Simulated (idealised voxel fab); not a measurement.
Presented below is a process module, voxel wiring stack.
For reference, the cross-section in this document is cut, with width 240 nm and square cells of 5 nm.
In what follows, cross-sections appear as grids of square cells, described through bands that run from the top down, where every band is one or more rows of cells.
What a band's entry tells you: where the top is and where the bottom is, as heights in nm, and after that what lies inside, material by material from left to right, each with its width in nm. Empty space is written as the word "empty", and a single material marked with the word "everywhere" occupies the band from edge to edge.
We count height from 0. Below that, the starting wafer is all one material. The lowest band never ends at the bottom but goes on down; see "0..down" for how that is written.
A width such as "30 to 40" changes by the same amount from each row of cells to the next, from the band's top row to its bottom row.
When a step is marked "no change occurred", none of the cells in the cross-section changed during that step.
Under "Voids, enclosed" you'll find the enclosed gaps, the ones with no way out to the top, that are 8 cells or bigger; each reads width x height at distance, with distance counted from the left edge, everything in nm.
If you see something after the settings on a step's line, that's the simulator's own remark about that step.
overlay nm: right-of-plan distance of the mask on a masked step; negative values mean left-of-plan.

Intended process steps
1) RECEIVE, material Si
2) CONFORMAL_DEP, material SiO2, thk nm 10
3) CONFORMAL_DEP, material SiN, thk nm 5
4) DIRECTIONAL_DEP, material lowk, thk nm 15
5) MASKED_ETCH, tone open, mask id METAL_1, width nm 30, pitch nm 45, etch materials lowk, depth nm 15, overlay nm 0
6) MASKED_ETCH, tone open, mask id METAL_1, width nm 30, pitch nm 45, etch materials SiN, depth nm 5, overlay nm 0
7) CONFORMAL_DEP, material TiN, thk nm 5
8) FILL_DEP, material Cu, thk nm 5
9) CMP, height nm 30
10) CONFORMAL_DEP, material SiCN, thk nm 5
11) DIRECTIONAL_DEP, material SiO2, thk nm 10
12) PATTERN, tone open, mask id PLUG_1, material resist, width nm 15, pitch nm 45, thk nm 20, overlay nm 0
13) DIRECTIONAL_ETCH, etch materials SiO2, depth nm 10
14) DIRECTIONAL_ETCH, etch materials SiCN, depth nm 5
15) STRIP, etch materials resist
16) CONFORMAL_DEP, material TiN, thk nm 5
17) FILL_DEP, material W, thk nm 5
18) CMP, height nm 45
19) DIRECTIONAL_DEP, material TiN, thk nm 5
20) DIRECTIONAL_DEP, material W, thk nm 15
21) PATTERN, tone cover, mask id METAL_2, material resist, width nm 30, pitch nm 45, thk nm 20, overlay nm 0
22) DIRECTIONAL_ETCH, etch materials W, depth nm 15
23) DIRECTIONAL_ETCH, etch materials TiN, depth nm 5
24) STRIP, etch materials resist
25) FILL_DEP, material lowk, thk nm 10
26) CMP, height nm 65
27) CONFORMAL_DEP, material SiCN, thk nm 5
28) DIRECTIONAL_DEP, material lowk, thk nm 10
29) PATTERN, tone open, mask id PLUG_2, material resist, width nm 15, pitch nm 90, thk nm 15, overlay nm 0
30) DIRECTIONAL_ETCH, etch materials lowk, depth nm 10
31) DIRECTIONAL_ETCH, etch materials SiCN, depth nm 5
32) STRIP, etch materials resist
33) EPI, material Ru, thk nm 10
34) EPI, material Ru, thk nm 5
35) CONFORMAL_DEP, material SiCN, thk nm 5
36) DIRECTIONAL_DEP, material SiO2, thk nm 20
37) MASKED_ETCH, tone open, mask id METAL_3, width nm 30, pitch nm 45, etch materials SiO2, depth nm 20, overlay nm -15
38) MASKED_ETCH, tone open, mask id METAL_3, width nm 30, pitch nm 45, etch materials SiCN, depth nm 5, overlay nm 0
39) CONFORMAL_DEP, material TiN, thk nm 5
40) FILL_DEP, material Cu, thk nm 10
41) CMP, height nm 105
42) CONFORMAL_DEP, material SiCN, thk nm 5
43) DIRECTIONAL_DEP, material lowk, thk nm 35
44) MASKED_ETCH, tone open, mask id METAL_4, width nm 30, pitch nm 45, etch materials lowk, depth nm 20, overlay nm 0
45) MASKED_ETCH, tone open, mask id METAL_4_HOLES, width nm 15, pitch nm 45, etch materials lowk, depth nm 15, overlay nm 0
46) MASKED_ETCH, tone open, mask id METAL_4_HOLES, width nm 15, pitch nm 45, etch materials SiCN, depth nm 5, overlay nm 0
47) CONFORMAL_DEP, material TiN, thk nm 5
48) FILL_DEP, material Cu, thk nm 5
49) CMP, height nm 145
50) CONFORMAL_DEP, material SiN, thk nm 5
Among the wafers covered here, the point of difference is the overlay nm at step 37; their starting state is shared, and the plan presents the value of the first wafer.

As received, i.e. after step 1: cross-section through the first of several wafers
- 0..down | Si everywhere
- Voids, enclosed: none

Below: a row per wafer. Contents at end of module: for every material, cells gained since receipt (+) or lost since receipt (-); then closed voids
overlay nm -15 | +123 Cu | +18 Ru | +159 SiCN | +78 SiN | +294 SiO2 | +177 TiN | +60 W | +531 lowk | Voids, enclosed: none
overlay nm -10 | +126 Cu | +18 Ru | +156 SiCN | +78 SiN | +294 SiO2 | +177 TiN | +60 W | +531 lowk | Voids, enclosed: none
overlay nm -5 | +129 Cu | +18 Ru | +153 SiCN | +78 SiN | +294 SiO2 | +177 TiN | +60 W | +531 lowk | Voids, enclosed: none
overlay nm 0 | +132 Cu | +18 Ru | +150 SiCN | +78 SiN | +294 SiO2 | +177 TiN | +60 W | +531 lowk | Voids, enclosed: none
overlay nm 5 | +129 Cu | +18 Ru | +153 SiCN | +78 SiN | +294 SiO2 | +177 TiN | +60 W | +531 lowk | Voids, enclosed: none
overlay nm 10 | +126 Cu | +18 Ru | +156 SiCN | +78 SiN | +294 SiO2 | +177 TiN | +60 W | +531 lowk | Voids, enclosed: none
overlay nm 15 | +123 Cu | +18 Ru | +159 SiCN | +78 SiN | +294 SiO2 | +177 TiN | +60 W | +531 lowk | Voids, enclosed: none
